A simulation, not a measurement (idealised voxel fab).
voxel capacitor over wiring: a process module
It is cross-section cut that appears here, measuring 255 nm in width, its square cells being 5 nm in size.
How to read a cross-section here: the picture is a grid of square cells, written as bands going from the top down, and any band can span one or more rows of cells. This entry defines a band. It first specifies the height of the band's top and the height of its bottom in nm, and then specifies the band's materials from left to right, stating each material with its width in nm. The word "edge to edge" identifies a single material that fills the band from edge to edge, while the word "empty" identifies empty space. Zero point of the height axis is 0; under it, received wafer = one material. Lowest band: continues down indefinitely, "0 and below". Width spec "30..40" -> top row of cells at first value, bottom row at second value, equal per-row change in between. Where the words "remained unchanged" appear for a step, the cross-section shows no cell changed by that step; every cell remained as before. "Unvented internal voids" specifies each empty space that is not open to the top and that occupies no fewer than 8 cells, using the form width x height at distance, the distance measured from the left edge and all three quantities in nm. That trailing text on a step's line, after the settings, is the simulator's own remark on the step. overlay nm: for a step with a mask, the amount by which the mask lay right of where it was planned; a negative amount means left of it.

# Here's what the planned process steps look like
| 1 | RECEIVE: material Si |
| 2 | CONFORMAL_DEP: material SiO2, thk nm 15 |
| 3 | DIRECTIONAL_DEP: material TiN, thk nm 5 |
| 4 | DIRECTIONAL_DEP: material W, thk nm 15 |
| 5 | MASKED_ETCH: tone cover, mask id METAL_1, width nm 25, pitch nm 85, etch materials W, depth nm 15, overlay nm 0 |
| 6 | MASKED_ETCH: tone cover, mask id METAL_1, width nm 25, pitch nm 85, etch materials TiN, depth nm 5, overlay nm 0 |
| 7 | CONFORMAL_DEP: material SiCN, thk nm 5 |
| 8 | FILL_DEP: material lowk, thk nm 10 |
| 9 | CMP: height nm 35 |
| 10 | CONFORMAL_DEP: material SiCN, thk nm 5 |
| 11 | DIRECTIONAL_DEP: material lowk, thk nm 10 |
| 12 | DIRECTIONAL_DEP: material aC, thk nm 15 |
| 13 | PATTERN: tone open, mask id PLUG_1, material resist, width nm 15, thk nm 30, overlay nm 0 |
| 14 | DIRECTIONAL_ETCH: etch materials aC, depth nm 15 |
| 15 | STRIP: etch materials resist |
| 16 | DIRECTIONAL_ETCH: etch materials lowk, depth nm 10 |
| 17 | DIRECTIONAL_ETCH: etch materials SiCN, depth nm 5 |
| 18 | STRIP: etch materials aC |
| 19 | CONFORMAL_DEP: material TiN, thk nm 5 |
| 20 | FILL_DEP: material Cu, thk nm 5 |
| 21 | CMP: height nm 50 |
| 22 | DIRECTIONAL_DEP: material TiN, thk nm 5 |
| 23 | DIRECTIONAL_DEP: material HfO2, thk nm 5 |
| 24 | DIRECTIONAL_DEP: material TiN, thk nm 10 |
| 25 | DIRECTIONAL_DEP: material aC, thk nm 15 |
| 26 | PATTERN: tone cover, mask id UPPER_PLATE, material resist, width nm 65, thk nm 35, overlay nm 0 |
| 27 | DIRECTIONAL_ETCH: etch materials aC, depth nm 15 |
| 28 | STRIP: etch materials resist |
| 29 | DIRECTIONAL_ETCH: etch materials TiN, depth nm 10 |
| 30 | DIRECTIONAL_ETCH: etch materials HfO2, depth nm 5 |
| 31 | STRIP: etch materials aC |
| 32 | DIRECTIONAL_DEP: material aC, thk nm 15 |
| 33 | PATTERN: tone cover, mask id LOWER_PLATE, material resist, width nm 75, thk nm 30, overlay nm 0 |
| 34 | DIRECTIONAL_ETCH: etch materials aC, depth nm 15 |
| 35 | STRIP: etch materials resist |
| 36 | DIRECTIONAL_ETCH: etch materials TiN, depth nm 5 |
| 37 | STRIP: etch materials aC |
| 38 | FILL_DEP: material SiO2, thk nm 20 |
| 39 | CMP: height nm 85 |
| 40 | PATTERN: tone open, mask id PLUG_2, material resist, width nm 15, thk nm 15, overlay nm 0 |
| 41 | DIRECTIONAL_ETCH: etch materials SiO2, depth nm 15 |
| 42 | STRIP: etch materials resist |
| 43 | CONFORMAL_DEP: material TiN, thk nm 5 |
| 44 | FILL_DEP: material Cu, thk nm 5 |
| 45 | CMP: height nm 85 |
| 46 | CONFORMAL_DEP: material SiCN, thk nm 5 |

# as received, after step 1
  0 and below | Si edge to edge
  Unvented internal voids: none

# End-of-module cross-section. Starting structure and process plan as above; one mistake made in running it
  90 down to 85 | SiCN edge to edge
  85 down to 75 | 90 SiO2, then 5 TiN, then 5 Cu, then 5 TiN, then 150 SiO2
  75 down to 70 | 90 SiO2, then 15 TiN, then 150 SiO2
  70 down to 60 | 80 SiO2, then 65 TiN, then 110 SiO2
  60 down to 55 | 80 SiO2, then 65 HfO2, then 110 SiO2
  55 down to 50 | 75 SiO2, then 75 TiN, then 105 SiO2
  50 down to 40 | 80 lowk, then 5 TiN, then 5 Cu, then 5 TiN, then 160 lowk
  40 down to 35 | 80 SiCN, then 15 TiN, then 160 SiCN
  35 down to 25 | 70 lowk, then 5 SiCN, then 25 W, then 5 SiCN, then 50 lowk, then 5 SiCN, then 25 W, then 5 SiCN, then 65 lowk
  25 down to 20 | 65 lowk, then 10 SiCN, then 25 W, then 5 SiCN, then 45 lowk, then 10 SiCN, then 25 W, then 5 SiCN, then 65 lowk
  20 down to 15 | 70 SiCN, then 30 TiN, then 55 SiCN, then 30 TiN, then 70 SiCN
  15 down to 0 | SiO2 edge to edge
  0 and below | Si edge to edge
  Unvented internal voids: none
What was the processing mistake? off-plan run, step 5, actual operation and settings MASKED_ETCH: tone cover, mask id METAL_1, width nm 25, pitch nm 85, etch materials W, depth nm 15, overlay nm 5
